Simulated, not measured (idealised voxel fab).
Proc. module: voxel quadruple lines
Displayed cross-section: cut, width of 220 nm, square cells sized 5 nm.
Each cross-section below is a grid of square cells, stated as bands in top-down order, with one or more rows of cells making up each band. Top, bottom (nm), then materials left to right with widths (nm); lone material tagged "throughout" fills the whole band edge to edge; "air" = empty space. Convention: height 0 is the level below which the wafer, as received, is all one material. The lowest band does not terminate at the bottom but continues downward, represented as "0 nm and below". Per-row width for "30 to 40": begins at first number (top row of band), ends at second number (bottom row), increment between rows held constant. No cell of the cross-section changed in a step that is given as "identical to before". Empty spaces without an open route to the top, at least 8 cells in extent, make up the entry "Sealed void inventory"; each is given as width x height at distance, where the distance is measured from the left edge, and all are in nm. On a step's line, text after the settings is the simulator commenting on that step. overlay nm, on a step with a mask: how far to the right of its planned place the mask lay; to the left if negative.
List of planned process steps:
- 1: RECEIVE [material Si]
- 2: CONFORMAL_DEP [material SiO2] [thk nm 5]
- 3: DIRECTIONAL_DEP [material W] [thk nm 15]
- 4: DIRECTIONAL_DEP [material polySi] [thk nm 20]
- 5: DIRECTIONAL_DEP [material aC] [thk nm 20]
- 6: PATTERN [tone cover] [mask id MANDREL] [material resist] [width nm 25] [thk nm 30] [overlay nm 0]
- 7: DIRECTIONAL_ETCH [etch materials aC] [depth nm 20]
- 8: STRIP [etch materials resist]
- 9: CONFORMAL_DEP [material SiO2] [thk nm 15]
- 10: DIRECTIONAL_ETCH [etch materials SiO2] [depth nm 15]
- 11: STRIP [etch materials aC]
- 12: DIRECTIONAL_ETCH [etch materials polySi] [depth nm 20]
- 13: STRIP [etch materials SiO2]
- 14: CONFORMAL_DEP [material SiCN] [thk nm 5]
- 15: DIRECTIONAL_ETCH [etch materials SiCN] [depth nm 5]
- 16: STRIP [etch materials polySi]
- 17: DIRECTIONAL_ETCH [etch materials W] [depth nm 15]
- 18: STRIP [etch materials SiCN]
- 19: FILL_DEP [material lowk] [thk nm 10]
- 20: CMP [height nm 20]
Cross-section of the wafer at receipt, which is the condition after step 1:
0 nm and below  Si throughout
Sealed void inventory: none
The first of two wafers, cross-sectioned at the end of the module, with the run proceeding as planned:
20 nm to 5 nm  75 of lowk; 5 of W; 15 of lowk; 5 of W; 15 of lowk; 5 of W; 15 of lowk; 5 of W; 80 of lowk
5 nm to 0 nm  SiO2 throughout
0 nm and below  Si throughout
Sealed void inventory: none
Second wafer cross-section at end of module - shared start and plan with the first, one mistake in the run:
20 nm to 5 nm  90 of lowk; 5 of W; 25 of lowk; 5 of W; 95 of lowk
5 nm to 0 nm  SiO2 throughout
0 nm and below  Si throughout
Sealed void inventory: none
Misprocessing identified: rather than as planned, step 6 actually ran as PATTERN [tone open] [mask id MANDREL] [material resist] [width nm 25] [thk nm 30] [overlay nm 0]
It is noted that, at the conclusion of processing, the second wafer exhibits a higher or lower cell count for certain materials relative to the first: W: 6 fewer; lowk: 6 more
